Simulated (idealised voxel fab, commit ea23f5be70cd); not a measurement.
Name of the process module below: voxel plated lines
We display cut, a cross-section 240 nm in width whose square cells are each 5 nm.
Think of the cross-section as a grid of square cells. We describe it in bands, top to bottom, and each band covers one or more rows of those cells.
First you get the band's top height and its bottom height, in nm, and then the materials it's made of, left to right, with each width in nm. If you see a single material with "all across", that one covers the band edge to edge. "air" is empty space.
Beneath 0, the wafer as received is one material, and that level is where height counting begins. The lowest band goes on downward without a bottom; it is written like "z 0 and below".
Width spec "30..40" -> top row of cells at first value, bottom row at second value, equal per-row change in between.
Any step labelled "no modifications" changed none of the cells in the cross-section.
"Voids, sealed": empty spaces of 8 cells or more with no open way to the top, each given as width x height at distance, distance from the left edge, all in nm.
Note: text after step settings on the step line = simulator remark on that step.
overlay nm: where the mask lay relative to plan, measured to the right, on steps with a mask; negatives go left.
LIST OF PLANNED PROCESS STEPS
1. RECEIVE (material Si)
2. CONFORMAL_DEP (material SiN; thk nm 15)
3. DIRECTIONAL_DEP (material TiN; thk nm 5)
4. PATTERN (tone open; mask id LINES; material resist; width nm 20; pitch nm 50; thk nm 35; overlay nm 0)
5. EPI (material Ru; thk nm 5)
6. EPI (material Ru; thk nm 5)
7. EPI (material Ru; thk nm 10)
8. STRIP (etch materials resist)
9. DIRECTIONAL_ETCH (etch materials TiN; depth nm 5)
10. CONFORMAL_DEP (material SiN; thk nm 10)
AS RECEIVED (POST STEP 1): CROSS-SECTION
	z 0 and below: Si all across
	Voids, sealed: none
FIRST OF TWO WAFERS, END-OF-MODULE SECTION, RUN FOLLOWED PLAN
	z 50 to 40: air (50), SiN (40), air (10), SiN (40), air (10), SiN (40), air (50)
	z 40 to 25: air (50), SiN (10), Ru (20), SiN (10), air (10), SiN (10), Ru (20), SiN (10), air (10), SiN (10), Ru (20), SiN (10), air (50)
	z 25 to 20: SiN (60), Ru (20), SiN (30), Ru (20), SiN (30), Ru (20), SiN (60)
	z 20 to 15: SiN (60), TiN (20), SiN (30), TiN (20), SiN (30), TiN (20), SiN (60)
	z 15 to 0: SiN all across
	z 0 and below: Si all across
	Voids, sealed: none
SECOND WAFER CROSS-SECTION AT END OF MODULE - SHARED START AND PLAN WITH THE FIRST, ONE MISTAKE IN THE RUN
	z 25 to 0: SiN all across
	z 0 and below: Si all across
	Voids, sealed: none
Processing error: skipped: plan step 3 (never run)
Wafer comparison, final, in cells, second relative to first, materials more or fewer: Ru -48; SiN -60; TiN -12
